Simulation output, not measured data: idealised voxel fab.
The process module that follows is named voxel self aligned contacts.
Pictured: cross-section cut, 260 nm wide, on a grid of 5 nm square cells.
In this document a cross-section is written as a grid of square cells. It is given as a series of bands, listed from the top down, and a band is one or more rows of cells. A band entry consists of two parts. The first gives the height of the band's top and the height of its bottom, in nm. The rest lists the band's materials from left to right, each with its width in nm. A single material labelled with the word "throughout" fills the band from edge to edge, and the word "blank" marks empty space. Heights are expressed relative to 0, this being the level below which the as-received wafer comprises one material exclusively. The lowest band is unbounded in the downward direction and is denoted as in "top 0, no bottom". With a width like "30->40", each row of cells in the band differs from the next by the same amount, the top row carrying the first number and the bottom row the second. Step note "nothing was modified" = no cross-section cell changed. "Entrapped void list" specifies each empty space that is not open to the top and that occupies no fewer than 8 cells, using the form width x height at distance, the distance measured from the left edge and all three quantities in nm. Where a step's line continues beyond its settings, the continuation is a remark by the simulator itself on that step. The setting "overlay nm" may be written on the line of a step. When the step uses a mask, the value reports how far to the right of the planned place the mask lay, and a negative value reports that it lay to the left.
# plan
| 1 | RECEIVE with material Si |
| 2 | CONFORMAL_DEP with material SiO2, thk nm 5 |
| 3 | DIRECTIONAL_DEP with material polySi, thk nm 25 |
| 4 | DIRECTIONAL_DEP with material SiN, thk nm 20 |
| 5 | DIRECTIONAL_DEP with material aC, thk nm 10 |
| 6 | PATTERN with tone cover, mask id GATE, material resist, width nm 25, pitch nm 70, thk nm 25, overlay nm 0 |
| 7 | DIRECTIONAL_ETCH with etch materials aC, depth nm 10 |
| 8 | STRIP with etch materials resist |
| 9 | DIRECTIONAL_ETCH with etch materials SiN, depth nm 20 |
| 10 | DIRECTIONAL_ETCH with etch materials polySi, depth nm 25 |
| 11 | STRIP with etch materials aC |
| 12 | CONFORMAL_DEP with material SiN, thk nm 10 |
| 13 | DIRECTIONAL_ETCH with etch materials SiN, depth nm 10 |
| 14 | FILL_DEP with material SiO2, thk nm 15 |
| 15 | CMP with height nm 55 |
| 16 | MASKED_ETCH with tone open, mask id CONTACT, width nm 55, etch materials SiO2, depth nm 55, overlay nm 0 |
| 17 | CONFORMAL_DEP with material TiN, thk nm 5 |
| 18 | FILL_DEP with material W, thk nm 5 |
| 19 | CMP with height nm 55 |
| 20 | CONFORMAL_DEP with material SiCN, thk nm 5 |
# Cross-section of the wafer upon arrival, representing the state reached after step 1
> top 0, no bottom  Si throughout
> Entrapped void list: none
# End state of the module in cross-section, given the above starting point and plan and one mistake in execution
> top 60, bottom 55  SiCN throughout
> top 55, bottom 50  95 nm SiO2  25 nm TiN  15 nm W  25 nm TiN  100 nm SiO2
> top 50, bottom 30  70 nm SiO2  45 nm SiN  5 nm TiN  15 nm W  5 nm TiN  45 nm SiN  75 nm SiO2
> top 30, bottom 5  70 nm SiO2  10 nm SiN  25 nm polySi  10 nm SiN  5 nm TiN  15 nm W  5 nm TiN  10 nm SiN  25 nm polySi  10 nm SiN  75 nm SiO2
> top 5, bottom 0  115 nm SiO2  25 nm TiN  120 nm SiO2
> top 0, no bottom  Si throughout
> Entrapped void list: none
The plan and the run diverged here: contrary to plan, step 16 was performed as MASKED_ETCH with tone open, mask id CONTACT, width nm 65, etch materials SiO2, depth nm 55, overlay nm 0
